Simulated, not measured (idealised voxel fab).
process module | voxel transistor to metal
cross-section cut | 280 nm wide | cells 5 nm
A cross-section is a grid of square cells, given in bands from the top down. A band is one or more rows of cells.
Each band's line starts with the height of the band's top and of its bottom, in nm. Then come its materials from left to right, each with its width in nm. One material with "throughout" fills the band from edge to edge. "air" is empty space.
Height 0 is the level under which the wafer as received is all one material. The lowest band goes on downwards, as in "0 down".
A width such as "30 to 40" changes by the same amount from each row of cells to the next, from the band's top row to its bottom row.
"no change" after a step means that no cell of the cross-section changed.
closed voids: empty space of 8 cells or more with no open way to the top, each as width x height at its distance from the left edge, in nm
after a step's settings: what the simulator itself notes on the step
overlay nm, on a step with a mask: how far to the right of its planned place the mask lay; to the left if negative
plan
1 op RECEIVE | material Si
2 op OXIDIZE | depth nm 5
3 op CONFORMAL_DEP | material SiN | thk nm 15
4 op MASKED_ETCH | tone cover | mask id ACTIVE | width nm 100 | pitch nm 130 | etch materials SiN | depth nm 15 | overlay nm 0
5 op MASKED_ETCH | tone cover | mask id ACTIVE | width nm 100 | pitch nm 130 | etch materials SiO2 | depth nm 5 | overlay nm 0
6 op MASKED_ETCH | tone cover | mask id ACTIVE | width nm 100 | pitch nm 130 | etch materials Si | depth nm 25 | overlay nm 0
7 op OXIDIZE | depth nm 5
8 op FILL_DEP | material SiO2 | thk nm 5
9 op CMP | height nm 15
10 op SELECTIVE_ETCH | etch materials SiO2 | depth nm 15
11 op STRIP | etch materials SiN
12 op SELECTIVE_ETCH | etch materials SiO2 | depth nm 5
13 op OXIDIZE | depth nm 5
14 op DIRECTIONAL_DEP | material polySi | thk nm 20
15 op DIRECTIONAL_DEP | material SiCN | thk nm 10
16 op MASKED_ETCH | tone cover | mask id GATE | width nm 20 | pitch nm 130 | etch materials SiCN | depth nm 20 | overlay nm 0
17 op MASKED_ETCH | tone cover | mask id GATE | width nm 20 | pitch nm 130 | etch materials polySi | depth nm 30 | overlay nm 0
18 op CONFORMAL_DEP | material SiN | thk nm 5
19 op DIRECTIONAL_ETCH | etch materials SiN | depth nm 5
20 op DIRECTIONAL_ETCH | etch materials SiO2 | depth nm 5
21 op EPI | material pSi | thk nm 5
22 op FILL_DEP | material SiO2 | thk nm 10
23 op CMP | height nm 25
24 op DIRECTIONAL_DEP | material SiO2 | thk nm 10
25 op DIRECTIONAL_DEP | material aC | thk nm 15
26 op PATTERN | tone open | mask id CONTACT | material resist | width nm 30 | thk nm 30 | overlay nm 0
27 op DIRECTIONAL_ETCH | etch materials aC | depth nm 15
28 op STRIP | etch materials resist
29 op DIRECTIONAL_ETCH | etch materials SiO2 | depth nm 40
30 op STRIP | etch materials aC
31 op CONFORMAL_DEP | material TiN | thk nm 5
32 op FILL_DEP | material W | thk nm 10
33 op CMP | height nm 35
34 op CONFORMAL_DEP | material SiN | thk nm 5
35 op DIRECTIONAL_DEP | material SiO2 | thk nm 15
36 op DIRECTIONAL_DEP | material aC | thk nm 10
37 op PATTERN | tone open | mask id METAL_1 | material resist | width nm 15 | thk nm 30 | overlay nm 0
38 op DIRECTIONAL_ETCH | etch materials aC | depth nm 10
39 op STRIP | etch materials resist
40 op DIRECTIONAL_ETCH | etch materials SiO2 | depth nm 15
41 op DIRECTIONAL_ETCH | etch materials SiN | depth nm 5
42 op STRIP | etch materials aC
43 op CONFORMAL_DEP | material TiN | thk nm 5
44 op FILL_DEP | material Cu | thk nm 10
45 op CMP | height nm 55
46 op CONFORMAL_DEP | material SiN | thk nm 5
as received, after step 1
  0 down: Si throughout
  closed voids: none
first wafer at the end, as planned
  60 to 55: SiN throughout
  55 to 40: SiO2 30 | TiN 5 | Cu 5 | TiN 5 | SiO2 60 | TiN 5 | Cu 5 | TiN 5 | SiO2 40 | TiN 5 | Cu 5 | TiN 5 | SiO2 60 | TiN 5 | Cu 5 | TiN 5 | SiO2 30
  40 to 35: SiN 30 | TiN 15 | SiN 60 | TiN 15 | SiN 40 | TiN 15 | SiN 60 | TiN 15 | SiN 30
  35 to 25: SiO2 30 | TiN 5 | W 20 | TiN 5 | SiO2 30 | TiN 5 | W 20 | TiN 5 | SiO2 40 | TiN 5 | W 20 | TiN 5 | SiO2 30 | TiN 5 | W 20 | TiN 5 | SiO2 30
  25 to 15: SiO2 30 | TiN 5 | W 20 | TiN 5 | SiN 5 | SiCN 20 | SiN 5 | TiN 5 | W 20 | TiN 5 | SiO2 40 | TiN 5 | W 20 | TiN 5 | SiN 5 | SiCN 20 | SiN 5 | TiN 5 | W 20 | TiN 5 | SiO2 30
  15 to 0: SiO2 30 | TiN 5 | W 20 | TiN 5 | SiN 5 | polySi 20 | SiN 5 | TiN 5 | W 20 | TiN 5 | SiO2 40 | TiN 5 | W 20 | TiN 5 | SiN 5 | polySi 20 | SiN 5 | TiN 5 | W 20 | TiN 5 | SiO2 30
  0 to -5: SiO2 30 | TiN 30 | SiN 5 | polySi 20 | SiN 5 | TiN 30 | SiO2 40 | TiN 30 | SiN 5 | polySi 20 | SiN 5 | TiN 30 | SiO2 30
  -5 to -10: SiO2 25 | pSi 35 | SiO2 30 | pSi 35 | SiO2 30 | pSi 35 | SiO2 30 | pSi 35 | SiO2 25
  -10 to -35: SiO2 30 | Si 90 | SiO2 40 | Si 90 | SiO2 30
  -35 down: Si throughout
  closed voids: none
second wafer at the end: like start, like plan, one mistake
  60 to 55: SiN throughout
  55 to 40: SiO2 30 | TiN 5 | Cu 5 | TiN 5 | SiO2 60 | TiN 5 | Cu 5 | TiN 5 | SiO2 40 | TiN 5 | Cu 5 | TiN 5 | SiO2 60 | TiN 5 | Cu 5 | TiN 5 | SiO2 30
  40 to 35: SiN 30 | TiN 15 | SiN 60 | TiN 15 | SiN 40 | TiN 15 | SiN 60 | TiN 15 | SiN 30
  35 to 25: SiO2 30 | TiN 5 | W 20 | TiN 5 | SiO2 30 | TiN 5 to 10 | W 20 to 15 | TiN 5 | SiO2 40 | TiN 5 | W 20 | TiN 5 | SiO2 30 | TiN 5 to 10 | W 20 to 15 | TiN 5 | SiO2 30
  25 to 15: SiO2 30 | TiN 5 | W 20 | TiN 5 | SiN 5 | SiCN 25 | SiN 5 | TiN 5 | W 15 | TiN 5 | SiO2 40 | TiN 5 | W 20 | TiN 5 | SiN 5 | SiCN 25 | SiN 5 | TiN 5 | W 15 | TiN 5 | SiO2 30
  15 to 0: SiO2 30 | TiN 5 | W 20 | TiN 5 | SiN 5 | polySi 25 | SiN 5 | TiN 5 | W 15 | TiN 5 | SiO2 40 | TiN 5 | W 20 | TiN 5 | SiN 5 | polySi 25 | SiN 5 | TiN 5 | W 15 | TiN 5 | SiO2 30
  0 to -5: SiO2 30 | TiN 30 | SiN 5 | polySi 25 | SiN 5 | TiN 25 | SiO2 40 | TiN 30 | SiN 5 | polySi 25 | SiN 5 | TiN 25 | SiO2 30
  -5 to -10: SiO2 25 | pSi 35 | SiO2 35 | pSi 30 | SiO2 30 | pSi 35 | SiO2 35 | pSi 30 | SiO2 25
  -10 to -35: SiO2 30 | Si 90 | SiO2 40 | Si 90 | SiO2 30
  -35 down: Si throughout
  closed voids: none
what went wrong: step 16 ran as: op MASKED_ETCH | tone cover | mask id GATE | width nm 25 | pitch nm 130 | etch materials SiCN | depth nm 20 | overlay nm 0
at the end the second wafer has, in cells: 4 more of SiCN | 2 more of SiO2 | 12 fewer of W | 2 fewer of pSi | 8 more of polySi
